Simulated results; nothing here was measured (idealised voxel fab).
This section sets out a process module, namely voxel trench capacitor.
We display cut, a cross-section 245 nm in width whose square cells are each 5 nm.
When this document writes out a cross-section, it uses a grid of square cells and lists it as bands, beginning at the top and moving down, with a band standing for one or more rows of cells. First you get the band's top height and its bottom height, in nm, and then the materials it's made of, left to right, with each width in nm. If you see a single material with "throughout", that one covers the band edge to edge. "blank" is empty space. We count height from 0. Below that, the starting wafer is all one material. The lowest band never ends at the bottom but goes on down; see "0..down" for how that is written. Per-row width for "30->40": begins at first number (top row of band), ends at second number (bottom row), increment between rows held constant. Step marked "remained the same"? Then no cell in the cross-section changed in it. "Closed cavity list" enumerates empty spaces isolated from the top, with no open way to it, that contain at least 8 cells, giving each as width x height at distance from the left edge, all three in nm. Past the settings on a step's line: simulator remark, on that step. The optional step-line setting "overlay nm" applies to steps with a mask and quantifies how far to the right of its planned location the mask lay, a negative value indicating leftward placement.
Intended process steps
1. RECEIVE [material Si]
2. CONFORMAL_DEP [material SiN] [thk nm 5]
3. PATTERN [tone open] [mask id TRENCH] [material resist] [width nm 25] [pitch nm 40] [thk nm 20] [overlay nm 0]
4. DIRECTIONAL_ETCH [etch materials SiN] [depth nm 5]
5. DIRECTIONAL_ETCH [etch materials Si] [depth nm 40]
6. STRIP [etch materials resist]
7. CONFORMAL_DEP [material Al2O3] [thk nm 5]
8. CONFORMAL_DEP [material TiN] [thk nm 5]
9. FILL_DEP [material W] [thk nm 10]
10. CMP [height nm 5]
What follows covers the first of two wafers; it ran as planned
Cross-section of the wafer at receipt, which is the condition after step 1
  0..down: Si throughout
  Closed cavity list: none
State of the wafer after step 2, shown in cross-section
  5..0: SiN throughout
  Beneath the level 0, the cross-section is identical to its previous state.
State of the wafer after step 3, shown in cross-section
  25..5: resist=70 / blank=25 / resist=15 / blank=25 / resist=15 / blank=25 / resist=70
  Beneath the level 5, the cross-section is identical to its previous state.
State of the wafer after step 4, shown in cross-section
  25..5: resist=70 / blank=25 / resist=15 / blank=25 / resist=15 / blank=25 / resist=70
  5..0: SiN=70 / blank=25 / SiN=15 / blank=25 / SiN=15 / blank=25 / SiN=70
  Beneath the level 0, the cross-section is identical to its previous state.
State of the wafer after step 5, shown in cross-section
  25..5: resist=70 / blank=25 / resist=15 / blank=25 / resist=15 / blank=25 / resist=70
  5..0: SiN=70 / blank=25 / SiN=15 / blank=25 / SiN=15 / blank=25 / SiN=70
  0..-40: Si=70 / blank=25 / Si=15 / blank=25 / Si=15 / blank=25 / Si=70
  Beneath the level -40, the cross-section is identical to its previous state.
State of the wafer after step 6, shown in cross-section
  5..0: SiN=70 / blank=25 / SiN=15 / blank=25 / SiN=15 / blank=25 / SiN=70
  Beneath the level 0, the cross-section is identical to its previous state.
State of the wafer after step 7, shown in cross-section
  10..5: Al2O3=75 / blank=15 / Al2O3=25 / blank=15 / Al2O3=25 / blank=15 / Al2O3=75
  5..0: SiN=70 / Al2O3=5 / blank=15 / Al2O3=5 / SiN=15 / Al2O3=5 / blank=15 / Al2O3=5 / SiN=15 / Al2O3=5 / blank=15 / Al2O3=5 / SiN=70
  0..-35: Si=70 / Al2O3=5 / blank=15 / Al2O3=5 / Si=15 / Al2O3=5 / blank=15 / Al2O3=5 / Si=15 / Al2O3=5 / blank=15 / Al2O3=5 / Si=70
  -35..-40: Si=70 / Al2O3=25 / Si=15 / Al2O3=25 / Si=15 / Al2O3=25 / Si=70
  Beneath the level -40, the cross-section is identical to its previous state.
State of the wafer after step 8, shown in cross-section
  15..10: TiN=80 / blank=5 / TiN=35 / blank=5 / TiN=35 / blank=5 / TiN=80
  10..5: Al2O3=75 / TiN=5 / blank=5 / TiN=5 / Al2O3=25 / TiN=5 / blank=5 / TiN=5 / Al2O3=25 / TiN=5 / blank=5 / TiN=5 / Al2O3=75
  5..0: SiN=70 / Al2O3=5 / TiN=5 / blank=5 / TiN=5 / Al2O3=5 / SiN=15 / Al2O3=5 / TiN=5 / blank=5 / TiN=5 / Al2O3=5 / SiN=15 / Al2O3=5 / TiN=5 / blank=5 / TiN=5 / Al2O3=5 / SiN=70
  0..-30: Si=70 / Al2O3=5 / TiN=5 / blank=5 / TiN=5 / Al2O3=5 / Si=15 / Al2O3=5 / TiN=5 / blank=5 / TiN=5 / Al2O3=5 / Si=15 / Al2O3=5 / TiN=5 / blank=5 / TiN=5 / Al2O3=5 / Si=70
  -30..-35: Si=70 / Al2O3=5 / TiN=15 / Al2O3=5 / Si=15 / Al2O3=5 / TiN=15 / Al2O3=5 / Si=15 / Al2O3=5 / TiN=15 / Al2O3=5 / Si=70
  Beneath the level -35, the cross-section is identical to its previous state.
State of the wafer after step 9, shown in cross-section
  25..15: W throughout
  15..10: TiN=80 / W=5 / TiN=35 / W=5 / TiN=35 / W=5 / TiN=80
  10..5: Al2O3=75 / TiN=5 / W=5 / TiN=5 / Al2O3=25 / TiN=5 / W=5 / TiN=5 / Al2O3=25 / TiN=5 / W=5 / TiN=5 / Al2O3=75
  5..0: SiN=70 / Al2O3=5 / TiN=5 / W=5 / TiN=5 / Al2O3=5 / SiN=15 / Al2O3=5 / TiN=5 / W=5 / TiN=5 / Al2O3=5 / SiN=15 / Al2O3=5 / TiN=5 / W=5 / TiN=5 / Al2O3=5 / SiN=70
  0..-30: Si=70 / Al2O3=5 / TiN=5 / W=5 / TiN=5 / Al2O3=5 / Si=15 / Al2O3=5 / TiN=5 / W=5 / TiN=5 / Al2O3=5 / Si=15 / Al2O3=5 / TiN=5 / W=5 / TiN=5 / Al2O3=5 / Si=70
  Beneath the level -30, the cross-section is identical to its previous state.
State of the wafer after step 10, shown in cross-section
  5..0: SiN=70 / Al2O3=5 / TiN=5 / W=5 / TiN=5 / Al2O3=5 / SiN=15 / Al2O3=5 / TiN=5 / W=5 / TiN=5 / Al2O3=5 / SiN=15 / Al2O3=5 / TiN=5 / W=5 / TiN=5 / Al2O3=5 / SiN=70
  Beneath the level 0, the cross-section is identical to its previous state.
Companion wafer, the second of two: same beginning, same intended sequence, one mistake in carrying it out; through step 4 inclusive it tracks the first exactly
Cross-section of the second wafer corresponding to the planned conclusion of step 5
  25..5: resist=70 / blank=25 / resist=15 / blank=25 / resist=15 / blank=25 / resist=70
  5..0: SiN=70 / blank=25 / SiN=15 / blank=25 / SiN=15 / blank=25 / SiN=70
  0..-45: Si=70 / blank=25 / Si=15 / blank=25 / Si=15 / blank=25 / Si=70
  Beneath the level -45, the cross-section is identical to its previous state.
Cross-section of the second wafer corresponding to the planned conclusion of step 6
  5..0: SiN=70 / blank=25 / SiN=15 / blank=25 / SiN=15 / blank=25 / SiN=70
  Beneath the level 0, the cross-section is identical to its previous state.
Cross-section of the second wafer corresponding to the planned conclusion of step 7
  10..5: Al2O3=75 / blank=15 / Al2O3=25 / blank=15 / Al2O3=25 / blank=15 / Al2O3=75
  5..0: SiN=70 / Al2O3=5 / blank=15 / Al2O3=5 / SiN=15 / Al2O3=5 / blank=15 / Al2O3=5 / SiN=15 / Al2O3=5 / blank=15 / Al2O3=5 / SiN=70
  0..-40: Si=70 / Al2O3=5 / blank=15 / Al2O3=5 / Si=15 / Al2O3=5 / blank=15 / Al2O3=5 / Si=15 / Al2O3=5 / blank=15 / Al2O3=5 / Si=70
  -40..-45: Si=70 / Al2O3=25 / Si=15 / Al2O3=25 / Si=15 / Al2O3=25 / Si=70
  Beneath the level -45, the cross-section is identical to its previous state.
Cross-section of the second wafer corresponding to the planned conclusion of step 8
  15..10: TiN=80 / blank=5 / TiN=35 / blank=5 / TiN=35 / blank=5 / TiN=80
  10..5: Al2O3=75 / TiN=5 / blank=5 / TiN=5 / Al2O3=25 / TiN=5 / blank=5 / TiN=5 / Al2O3=25 / TiN=5 / blank=5 / TiN=5 / Al2O3=75
  5..0: SiN=70 / Al2O3=5 / TiN=5 / blank=5 / TiN=5 / Al2O3=5 / SiN=15 / Al2O3=5 / TiN=5 / blank=5 / TiN=5 / Al2O3=5 / SiN=15 / Al2O3=5 / TiN=5 / blank=5 / TiN=5 / Al2O3=5 / SiN=70
  0..-35: Si=70 / Al2O3=5 / TiN=5 / blank=5 / TiN=5 / Al2O3=5 / Si=15 / Al2O3=5 / TiN=5 / blank=5 / TiN=5 / Al2O3=5 / Si=15 / Al2O3=5 / TiN=5 / blank=5 / TiN=5 / Al2O3=5 / Si=70
  -35..-40: Si=70 / Al2O3=5 / TiN=15 / Al2O3=5 / Si=15 / Al2O3=5 / TiN=15 / Al2O3=5 / Si=15 / Al2O3=5 / TiN=15 / Al2O3=5 / Si=70
  Beneath the level -40, the cross-section is identical to its previous state.
Cross-section of the second wafer corresponding to the planned conclusion of step 9
  25..15: W throughout
  15..10: TiN=80 / W=5 / TiN=35 / W=5 / TiN=35 / W=5 / TiN=80
  10..5: Al2O3=75 / TiN=5 / W=5 / TiN=5 / Al2O3=25 / TiN=5 / W=5 / TiN=5 / Al2O3=25 / TiN=5 / W=5 / TiN=5 / Al2O3=75
  5..0: SiN=70 / Al2O3=5 / TiN=5 / W=5 / TiN=5 / Al2O3=5 / SiN=15 / Al2O3=5 / TiN=5 / W=5 / TiN=5 / Al2O3=5 / SiN=15 / Al2O3=5 / TiN=5 / W=5 / TiN=5 / Al2O3=5 / SiN=70
  0..-35: Si=70 / Al2O3=5 / TiN=5 / W=5 / TiN=5 / Al2O3=5 / Si=15 / Al2O3=5 / TiN=5 / W=5 / TiN=5 / Al2O3=5 / Si=15 / Al2O3=5 / TiN=5 / W=5 / TiN=5 / Al2O3=5 / Si=70
  Beneath the level -35, the cross-section is identical to its previous state.
Cross-section of the second wafer corresponding to the planned conclusion of step 10
  5..0: SiN=70 / Al2O3=5 / TiN=5 / W=5 / TiN=5 / Al2O3=5 / SiN=15 / Al2O3=5 / TiN=5 / W=5 / TiN=5 / Al2O3=5 / SiN=15 / Al2O3=5 / TiN=5 / W=5 / TiN=5 / Al2O3=5 / SiN=70
  Beneath the level 0, the cross-section is identical to its previous state.
Misprocessing identified: not per plan at step 5, really ran DIRECTIONAL_ETCH [etch materials Si] [depth nm 45]
Final tally in cells, some materials are higher or lower on the second wafer than on the first: Al2O3: 6 more, Si: 15 fewer, TiN: 6 more, W: 3 more
